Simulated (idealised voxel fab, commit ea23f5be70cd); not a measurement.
Module name: voxel ribs on slabs (process module)
The width of the displayed cross-section, cut, is 290 nm; its cells are square, with a size of 5 nm.
Cross-section format: a grid of square cells, given as bands from top to bottom; each band is one or more rows of cells.
Top, bottom (nm), then materials left to right with widths (nm); lone material tagged "full width" fills the whole band edge to edge; "empty" = empty space.
Height 0 is the level under which the wafer as received is all one material. The lowest band goes on downwards, as in "0..down".
Read "30..40" as a graded width: first number on top, second number at the bottom, same change between each pair of neighbouring rows.
It should be understood that the words "left unchanged", when stated for a given step, signify that the cross-section underwent no change in any of its cells during that step.
Fully closed voids: empty space of 8 cells or more with no open way to the top, each as width x height at its distance from the left edge, in nm
On a step's line, text after the settings is the simulator commenting on that step.
overlay nm: for a step with a mask, the amount by which the mask lay right of where it was planned; a negative amount means left of it.
These are the steps we planned for the process
1: RECEIVE,material Si
2: DIRECTIONAL_DEP,material SiO2,thk nm 20
3: DIRECTIONAL_DEP,material polySi,thk nm 15
4: MASKED_ETCH,tone cover,mask id RIB,width nm 20,etch materials polySi,depth nm 10,overlay nm 0
5: MASKED_ETCH,tone cover,mask id SLAB,width nm 60,etch materials polySi,depth nm 5,overlay nm 0
6: FILL_DEP,material SiO2,thk nm 25
7: CMP,height nm 55
8: DIRECTIONAL_DEP,material TiN,thk nm 10
9: DIRECTIONAL_DEP,material aC,thk nm 15
10: PATTERN,tone cover,mask id HEATER,material resist,width nm 30,thk nm 30,overlay nm 0
11: DIRECTIONAL_ETCH,etch materials aC,depth nm 15
12: STRIP,etch materials resist
13: DIRECTIONAL_ETCH,etch materials TiN,depth nm 10
14: STRIP,etch materials aC
15: CONFORMAL_DEP,material SiO2,thk nm 5
The cross-section here shows the wafer as received, i.e. in its state after step 1
	0..down | Si full width
	Fully closed voids: none
Wafer cross-section at end of module: start and plan as shown above, one execution error
	70..65 | empty=130, SiO2=40, empty=120
	65..60 | empty=130, SiO2=5, TiN=30, SiO2=5, empty=120
	60..55 | SiO2=135, TiN=30, SiO2=125
	55..35 | SiO2 full width
	35..25 | SiO2=135, polySi=20, SiO2=135
	25..20 | SiO2=115, polySi=60, SiO2=115
	20..0 | SiO2 full width
	0..down | Si full width
	Fully closed voids: none
Finding, execution versus plan: off-plan run, step 10, actual operation and settings PATTERN,tone cover,mask id HEATER,material resist,width nm 30,thk nm 30,overlay nm 5
